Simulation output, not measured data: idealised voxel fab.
Proc. module: voxel self aligned vias
170 nm wide, 5 nm square cells: that's cross-section cut.
If you're reading a cross-section in this doc, picture square cells in a grid; it comes to you as bands, top ones listed first down to the bottom, and a band can be one or more rows of cells.
Band: top and bottom heights (nm) first, top before bottom; then materials from left to right, widths in nm. "everywhere" marks a sole material filling the band edge to edge. "air" denotes empty space.
Zero point of the height axis is 0; under it, received wafer = one material. Lowest band: continues down indefinitely, "0..down".
Quick explanation for "30 to 40": the width changes in equal steps down the rows of cells, from the first number in the band's top row to the second number in its bottom row.
"no change" means the step left every cell of the cross-section as it was.
The entry "Trapped cavities" lists the empty spaces that cover at least 8 cells and have no open path to the top. Each is written as width x height at distance, where the distance is measured from the left edge and all three values are in nm.
Whatever follows a step's settings on its line is a remark the simulator itself makes about that step.
On any step carrying a mask, the "overlay nm" setting, if present on the step's line, tells how far right of its planned place the mask lay; negative values point to the left.
Process steps - plan:
1,op RECEIVE | material Si
2,op CONFORMAL_DEP | material SiO2 | thk nm 15
3,op CONFORMAL_DEP | material SiCN | thk nm 5
4,op DIRECTIONAL_DEP | material lowk | thk nm 20
5,op PATTERN | tone open | mask id LINES | material resist | width nm 20 | pitch nm 50 | thk nm 20 | overlay nm 0
6,op DIRECTIONAL_ETCH | etch materials lowk | depth nm 20
7,op STRIP | etch materials resist
8,op CONFORMAL_DEP | material TiN | thk nm 5
9,op FILL_DEP | material Ru | thk nm 5
10,op CMP | height nm 40
11,op SELECTIVE_ETCH | etch materials W Ru TiN | depth nm 5
12,op FILL_DEP | material SiN | thk nm 10
13,op CMP | height nm 40
14,op DIRECTIONAL_DEP | material lowk | thk nm 15
15,op MASKED_ETCH | tone open | mask id VIAS | width nm 30 | etch materials lowk | depth nm 15 | overlay nm 0
16,op MASKED_ETCH | tone open | mask id VIAS | width nm 30 | etch materials SiN | depth nm 5 | overlay nm 0
17,op CONFORMAL_DEP | material TiN | thk nm 5
18,op FILL_DEP | material Ru | thk nm 10
19,op CMP | height nm 55
20,op CONFORMAL_DEP | material SiN | thk nm 5
As-received state of the wafer in cross-section, equivalent to post-step 1:
> 0..down: Si everywhere
> Trapped cavities: none
Wafer cross-section at module end: first of two, run to plan:
> 60..55: SiN everywhere
> 55..45: lowk: 45  TiN: 5  Ru: 20  TiN: 5  lowk: 95
> 45..40: lowk: 45  TiN: 10  Ru: 10  TiN: 10  lowk: 95
> 40..35: lowk: 50  TiN: 20  lowk: 30  SiN: 20  lowk: 50
> 35..25: lowk: 50  TiN: 5  Ru: 10  TiN: 5  lowk: 30  TiN: 5  Ru: 10  TiN: 5  lowk: 50
> 25..20: lowk: 50  TiN: 20  lowk: 30  TiN: 20  lowk: 50
> 20..15: SiCN everywhere
> 15..0: SiO2 everywhere
> 0..down: Si everywhere
> Trapped cavities: none
Wafer two, end of module, cross-section. Same start, same plan as wafer one. One mistake in the run:
> 60..55: SiN everywhere
> 55..45: lowk: 45  TiN: 5  Ru: 20  TiN: 5  lowk: 95
> 45..40: lowk: 45  TiN: 30  lowk: 95
> 40..35: lowk: 50  TiN: 5  SiO2: 10  TiN: 5  lowk: 30  SiN: 5  SiO2: 10  SiN: 5  lowk: 50
> 35..25: lowk: 50  TiN: 5  SiO2: 10  TiN: 5  lowk: 30  TiN: 5  SiO2: 10  TiN: 5  lowk: 50
> 25..20: lowk: 50  TiN: 20  lowk: 30  TiN: 20  lowk: 50
> 20..15: SiCN everywhere
> 15..0: SiO2 everywhere
> 0..down: Si everywhere
> Trapped cavities: none
It is concluded that the wafer was processed incorrectly with respect to the plan, in that step 9 ran as: op FILL_DEP | material SiO2 | thk nm 5
Materials where the second wafer ends with more or fewer cells than the first: -10 Ru | -2 SiN | +12 SiO2
